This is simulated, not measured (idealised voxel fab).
Process module under the name voxel self aligned vias
The width of the displayed cross-section, cut, is 225 nm; its cells are square, with a size of 5 nm.
A cross-section is a grid of square cells, given in bands from the top down. A band is one or more rows of cells. The band entry comprises the height of the band's top followed by the height of its bottom, expressed in nm, and subsequently the band's materials from left to right, each stated together with its width in nm. Where a single material is marked with the word "all across", that material fills the band from edge to edge. The word "empty" represents empty space. The reference from which all heights are counted is 0, the level beneath which the as-received wafer is entirely one material; the lowest band, having no lower bound, proceeds downward and is written after the example "0 nm and below". The two numbers in a width such as "30 to 40" mark its ends across the band: the first belongs to the top row of cells, the second to the bottom row, and from each row to the next the width moves by the same amount. For the purposes of this document, the phrase "nothing was modified" attached to a step denotes that no cell within the cross-section was modified by that step. The entry titled "Voids, enclosed" provides the empty spaces that have no open way to the top, restricted to those of 8 cells or more. Each is presented as width x height at distance, the distance being measured from the left edge, with all three in nm. Where a step's line continues beyond its settings, the continuation is a remark by the simulator itself on that step. overlay nm: right-of-plan distance of the mask on a masked step; negative values mean left-of-plan.

Plan
step 1: RECEIVE with material Si
step 2: CONFORMAL_DEP with material SiO2, thk nm 10
step 3: CONFORMAL_DEP with material SiCN, thk nm 5
step 4: DIRECTIONAL_DEP with material lowk, thk nm 20
step 5: PATTERN with tone open, mask id LINES, material resist, width nm 20, pitch nm 60, thk nm 15, overlay nm 0
step 6: DIRECTIONAL_ETCH with etch materials lowk, depth nm 20
step 7: STRIP with etch materials resist
step 8: CONFORMAL_DEP with material TiN, thk nm 5
step 9: FILL_DEP with material W, thk nm 5
step 10: CMP with height nm 35
step 11: SELECTIVE_ETCH with etch materials W Ru TiN, depth nm 5
step 12: FILL_DEP with material SiN, thk nm 10
step 13: CMP with height nm 35
step 14: DIRECTIONAL_DEP with material lowk, thk nm 15
step 15: DIRECTIONAL_DEP with material aC, thk nm 15
step 16: PATTERN with tone open, mask id VIAS, material resist, width nm 40, pitch nm 60, thk nm 30, overlay nm 0
step 17: DIRECTIONAL_ETCH with etch materials aC, depth nm 15
step 18: STRIP with etch materials resist
step 19: DIRECTIONAL_ETCH with etch materials lowk, depth nm 15
step 20: DIRECTIONAL_ETCH with etch materials SiN, depth nm 5
step 21: STRIP with etch materials aC
step 22: CONFORMAL_DEP with material TiN, thk nm 5
step 23: FILL_DEP with material Cu, thk nm 5
step 24: CMP with height nm 50
step 25: CONFORMAL_DEP with material SiN, thk nm 5

Incoming wafer, cross-sectional view, post step 1
0 nm and below  Si all across
Voids, enclosed: none

Cross-section, end of module. Start: as above. Plan: as above. Execution: one mistake
55 nm to 50 nm  SiN all across
50 nm to 40 nm  lowk: 60 / TiN: 5 / Cu: 30 / TiN: 5 / lowk: 20 / TiN: 5 / Cu: 30 / TiN: 5 / lowk: 65
40 nm to 35 nm  lowk: 60 / TiN: 15 / Cu: 15 / TiN: 10 / lowk: 20 / TiN: 15 / Cu: 15 / TiN: 10 / lowk: 65
35 nm to 30 nm  lowk: 70 / TiN: 25 / lowk: 35 / TiN: 25 / lowk: 70
30 nm to 20 nm  lowk: 70 / TiN: 5 / W: 15 / TiN: 5 / lowk: 35 / TiN: 5 / W: 15 / TiN: 5 / lowk: 70
20 nm to 15 nm  lowk: 70 / TiN: 25 / lowk: 35 / TiN: 25 / lowk: 70
15 nm to 10 nm  SiCN all across
10 nm to 0 nm  SiO2 all across
0 nm and below  Si all across
Voids, enclosed: none
Finding, execution versus plan: note that step 5 departed from the planned setting and was carried out as PATTERN with tone open, mask id LINES, material resist, width nm 25, pitch nm 60, thk nm 15, overlay nm 0
